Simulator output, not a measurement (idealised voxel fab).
process module | voxel spacer lines
cross-section cut | 220 nm wide | cells 5 nm
A cross-section is a grid of square cells, given in bands from the top down. A band is one or more rows of cells.
Each band's line starts with the height of the band's top and of its bottom, in nm. Then come its materials from left to right, each with its width in nm. One material with "throughout" fills the band from edge to edge. "air" is empty space.
Height 0 is the level under which the wafer as received is all one material. The lowest band goes on downwards, as in "0 down".
A width such as "30 to 40" changes by the same amount from each row of cells to the next, from the band's top row to its bottom row.
"no change" after a step means that no cell of the cross-section changed.
closed voids: empty space of 8 cells or more with no open way to the top, each as width x height at its distance from the left edge, in nm
after a step's settings: what the simulator itself notes on the step
overlay nm, on a step with a mask: how far to the right of its planned place the mask lay; to the left if negative
plan
1 op RECEIVE | material Si
2 op CONFORMAL_DEP | material Al2O3 | thk nm 10
3 op DIRECTIONAL_DEP | material TiN | thk nm 10
4 op DIRECTIONAL_DEP | material aC | thk nm 20
5 op PATTERN | tone cover | mask id MANDREL | material resist | width nm 20 | pitch nm 60 | thk nm 30 | overlay nm 0
6 op DIRECTIONAL_ETCH | etch materials aC | depth nm 20
7 op STRIP | etch materials resist
8 op CONFORMAL_DEP | material SiN | thk nm 10
9 op DIRECTIONAL_ETCH | etch materials SiN | depth nm 10
10 op STRIP | etch materials aC
11 op DIRECTIONAL_ETCH | etch materials TiN | depth nm 10
12 op STRIP | etch materials SiN
as received, after step 1
  0 down: Si throughout
  closed voids: none
a wafer at the end: this start, this plan, one mistake
  15 to 5: air 30 | TiN 10 | air 20 | TiN 10 | air 20 | TiN 10 | air 20 | TiN 10 | air 20 | TiN 10 | air 20 | TiN 10 | air 30
  5 to 0: Al2O3 throughout
  0 down: Si throughout
  closed voids: none
what went wrong: step 2 ran as: op CONFORMAL_DEP | material Al2O3 | thk nm 5
